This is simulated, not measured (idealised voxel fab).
Module name: voxel self aligned vias (process module)
Section shown: cut. Width: 250 nm. Cell size: 5 nm, square.
Cross-section format: a grid of square cells, given as bands from top to bottom; each band is one or more rows of cells. This entry defines a band. It first specifies the height of the band's top and the height of its bottom in nm, and then specifies the band's materials from left to right, stating each material with its width in nm. The word "everywhere" identifies a single material that fills the band from edge to edge, while the word "blank" identifies empty space. A quick word on heights: they are counted from 0, and under that level the wafer as it came to us is one material throughout. The lowest band is different from the rest in having no bottom; it simply continues downward, written as in "from 0 down". Read "30->40" as a graded width: first number on top, second number at the bottom, same change between each pair of neighbouring rows. "nothing was modified" means the step left every cell of the cross-section as it was. "Voids, fully enclosed": sealed empty spaces, 8 cells or more, no open way to top, listed width x height at distance, with distance from the left edge and width, height and distance in nm. Heads up: the bit after the settings on a step's line is the simulator's remark on that step. The setting "overlay nm" may be written on the line of a step. When the step uses a mask, the value reports how far to the right of the planned place the mask lay, and a negative value reports that it lay to the left.

-- The following list gives the planned process steps
1,RECEIVE,material Si
2,CONFORMAL_DEP,material SiO2,thk nm 15
3,CONFORMAL_DEP,material SiCN,thk nm 5
4,DIRECTIONAL_DEP,material lowk,thk nm 25
5,MASKED_ETCH,tone open,mask id LINES,width nm 25,pitch nm 60,etch materials lowk,depth nm 25,overlay nm 0
6,CONFORMAL_DEP,material TiN,thk nm 5
7,FILL_DEP,material W,thk nm 5
8,CMP,height nm 45
9,SELECTIVE_ETCH,etch materials W Ru TiN,depth nm 10
10,FILL_DEP,material SiN,thk nm 5
11,CMP,height nm 45
12,DIRECTIONAL_DEP,material lowk,thk nm 20
13,DIRECTIONAL_DEP,material aC,thk nm 10
14,PATTERN,tone open,mask id VIAS,material resist,width nm 45,pitch nm 60,thk nm 30,overlay nm 0
15,DIRECTIONAL_ETCH,etch materials aC,depth nm 10
16,STRIP,etch materials resist
17,DIRECTIONAL_ETCH,etch materials lowk,depth nm 20
18,DIRECTIONAL_ETCH,etch materials SiN,depth nm 10
19,STRIP,etch materials aC
20,CONFORMAL_DEP,material TiN,thk nm 5
21,FILL_DEP,material Cu,thk nm 10
22,CMP,height nm 65
23,CONFORMAL_DEP,material SiCN,thk nm 5

-- The first wafer of two, processed as planned

-- Cross-section of the wafer as it came to us, i.e., already through step 1
> from 0 down  Si everywhere
> Voids, fully enclosed: none

-- Cross-section of the wafer subsequent to step 2
> from 15 to 0  SiO2 everywhere
> Everything below 0 is unchanged.

-- Cross-section of the wafer subsequent to step 3
> from 20 to 15  SiCN everywhere
> Everything below 15 is unchanged.

-- Cross-section of the wafer subsequent to step 4
> from 45 to 20  lowk everywhere
> Everything below 20 is unchanged.

-- Cross-section of the wafer subsequent to step 5
> from 45 to 20  80 of lowk; 25 of blank; 35 of lowk; 25 of blank; 85 of lowk
> Everything below 20 is unchanged.

-- Cross-section of the wafer subsequent to step 6
> from 50 to 45  85 of TiN; 15 of blank; 45 of TiN; 15 of blank; 90 of TiN
> from 45 to 25  80 of lowk; 5 of TiN; 15 of blank; 5 of TiN; 35 of lowk; 5 of TiN; 15 of blank; 5 of TiN; 85 of lowk
> from 25 to 20  80 of lowk; 25 of TiN; 35 of lowk; 25 of TiN; 85 of lowk
> Everything below 20 is unchanged.

-- Cross-section of the wafer subsequent to step 7
> from 55 to 50  W everywhere
> from 50 to 45  85 of TiN; 15 of W; 45 of TiN; 15 of W; 90 of TiN
> from 45 to 25  80 of lowk; 5 of TiN; 15 of W; 5 of TiN; 35 of lowk; 5 of TiN; 15 of W; 5 of TiN; 85 of lowk
> Everything below 25 is unchanged.

-- Cross-section of the wafer subsequent to step 8
> from 45 to 25  80 of lowk; 5 of TiN; 15 of W; 5 of TiN; 35 of lowk; 5 of TiN; 15 of W; 5 of TiN; 85 of lowk
> Everything below 25 is unchanged.

-- Cross-section of the wafer subsequent to step 9
> from 45 to 35  80 of lowk; 25 of blank; 35 of lowk; 25 of blank; 85 of lowk
> Everything below 35 is unchanged.

-- Cross-section of the wafer subsequent to step 10
> from 50 to 45  SiN everywhere
> from 45 to 35  80 of lowk; 25 of SiN; 35 of lowk; 25 of SiN; 85 of lowk
> Everything below 35 is unchanged.

-- Cross-section of the wafer subsequent to step 11
> from 45 to 35  80 of lowk; 25 of SiN; 35 of lowk; 25 of SiN; 85 of lowk
> Everything below 35 is unchanged.

-- Cross-section of the wafer subsequent to step 12
> from 65 to 45  lowk everywhere
> Everything below 45 is unchanged.

-- Cross-section of the wafer subsequent to step 13
> from 75 to 65  aC everywhere
> Everything below 65 is unchanged.

-- Cross-section of the wafer subsequent to step 14
> from 105 to 75  70 of resist; 45 of blank; 15 of resist; 45 of blank; 75 of resist
> Everything below 75 is unchanged.

-- Cross-section of the wafer subsequent to step 15
> from 95 to 75  70 of resist; 45 of blank; 15 of resist; 45 of blank; 75 of resist
> from 75 to 65  70 of aC; 45 of blank; 15 of aC; 45 of blank; 75 of aC
> Everything below 65 is unchanged.

-- Cross-section of the wafer subsequent to step 16
> from 75 to 65  70 of aC; 45 of blank; 15 of aC; 45 of blank; 75 of aC
> Everything below 65 is unchanged.

-- Cross-section of the wafer subsequent to step 17
> from 75 to 65  70 of aC; 45 of blank; 15 of aC; 45 of blank; 75 of aC
> from 65 to 45  70 of lowk; 45 of blank; 15 of lowk; 45 of blank; 75 of lowk
> Everything below 45 is unchanged.

-- Cross-section of the wafer subsequent to step 18
> from 75 to 65  70 of aC; 45 of blank; 15 of aC; 45 of blank; 75 of aC
> from 65 to 45  70 of lowk; 45 of blank; 15 of lowk; 45 of blank; 75 of lowk
> from 45 to 35  80 of lowk; 25 of blank; 35 of lowk; 25 of blank; 85 of lowk
> Everything below 35 is unchanged.

-- Cross-section of the wafer subsequent to step 19
> from 65 to 45  70 of lowk; 45 of blank; 15 of lowk; 45 of blank; 75 of lowk
> Everything below 45 is unchanged.

-- Cross-section of the wafer subsequent to step 20
> from 70 to 65  75 of TiN; 35 of blank; 25 of TiN; 35 of blank; 80 of TiN
> from 65 to 50  70 of lowk; 5 of TiN; 35 of blank; 5 of TiN; 15 of lowk; 5 of TiN; 35 of blank; 5 of TiN; 75 of lowk
> from 50 to 40  70->80 of lowk; 15->5 of TiN; 15 of blank; 15->5 of TiN; 15->35 of lowk; 15->5 of TiN; 15 of blank; 15->5 of TiN; 75->85 of lowk
> from 40 to 35  80 of lowk; 25 of TiN; 35 of lowk; 25 of TiN; 85 of lowk
> Everything below 35 is unchanged.

-- Cross-section of the wafer subsequent to step 21
> from 80 to 70  Cu everywhere
> from 70 to 65  75 of TiN; 35 of Cu; 25 of TiN; 35 of Cu; 80 of TiN
> from 65 to 50  70 of lowk; 5 of TiN; 35 of Cu; 5 of TiN; 15 of lowk; 5 of TiN; 35 of Cu; 5 of TiN; 75 of lowk
> from 50 to 40  70->80 of lowk; 15->5 of TiN; 15 of Cu; 15->5 of TiN; 15->35 of lowk; 15->5 of TiN; 15 of Cu; 15->5 of TiN; 75->85 of lowk
> Everything below 40 is unchanged.

-- Cross-section of the wafer subsequent to step 22
> from 65 to 50  70 of lowk; 5 of TiN; 35 of Cu; 5 of TiN; 15 of lowk; 5 of TiN; 35 of Cu; 5 of TiN; 75 of lowk
> Everything below 50 is unchanged.

-- Cross-section of the wafer subsequent to step 23
> from 70 to 65  SiCN everywhere
> Everything below 65 is unchanged.

-- Wafer two. Identical start, identical plan. One mistake in execution. Identical history through step 17

-- Second wafer profile in section, at the moment step 18 of the plan was meant to be complete
> from 75 to 65  70 of aC; 45 of blank; 15 of aC; 45 of blank; 75 of aC
> from 65 to 45  70 of lowk; 45 of blank; 15 of lowk; 45 of blank; 75 of lowk
> from 45 to 40  80 of lowk; 25 of blank; 35 of lowk; 25 of blank; 85 of lowk
> Everything below 40 is unchanged.

-- Second wafer profile in section, at the moment step 19 of the plan was meant to be complete
> from 65 to 45  70 of lowk; 45 of blank; 15 of lowk; 45 of blank; 75 of lowk
> Everything below 45 is unchanged.

-- Second wafer profile in section, at the moment step 20 of the plan was meant to be complete
> from 70 to 65  75 of TiN; 35 of blank; 25 of TiN; 35 of blank; 80 of TiN
> from 65 to 50  70 of lowk; 5 of TiN; 35 of blank; 5 of TiN; 15 of lowk; 5 of TiN; 35 of blank; 5 of TiN; 75 of lowk
> from 50 to 45  70 of lowk; 15 of TiN; 15 of blank; 15 of TiN; 15 of lowk; 15 of TiN; 15 of blank; 15 of TiN; 75 of lowk
> from 45 to 40  80 of lowk; 25 of TiN; 35 of lowk; 25 of TiN; 85 of lowk
> Everything below 40 is unchanged.

-- Second wafer profile in section, at the moment step 21 of the plan was meant to be complete
> from 80 to 70  Cu everywhere
> from 70 to 65  75 of TiN; 35 of Cu; 25 of TiN; 35 of Cu; 80 of TiN
> from 65 to 50  70 of lowk; 5 of TiN; 35 of Cu; 5 of TiN; 15 of lowk; 5 of TiN; 35 of Cu; 5 of TiN; 75 of lowk
> from 50 to 45  70 of lowk; 15 of TiN; 15 of Cu; 15 of TiN; 15 of lowk; 15 of TiN; 15 of Cu; 15 of TiN; 75 of lowk
> Everything below 45 is unchanged.

-- Second wafer profile in section, at the moment step 22 of the plan was meant to be complete
> from 65 to 50  70 of lowk; 5 of TiN; 35 of Cu; 5 of TiN; 15 of lowk; 5 of TiN; 35 of Cu; 5 of TiN; 75 of lowk
> Everything below 50 is unchanged.

-- Second wafer profile in section, at the moment step 23 of the plan was meant to be complete
> from 70 to 65  SiCN everywhere
> Everything below 65 is unchanged.
Processing error: step 18 deviated from plan and actually ran as DIRECTIONAL_ETCH,etch materials SiN,depth nm 5
Cell-count delta at end, second wafer over first, by material: Cu -6 | SiN +10 | TiN -4
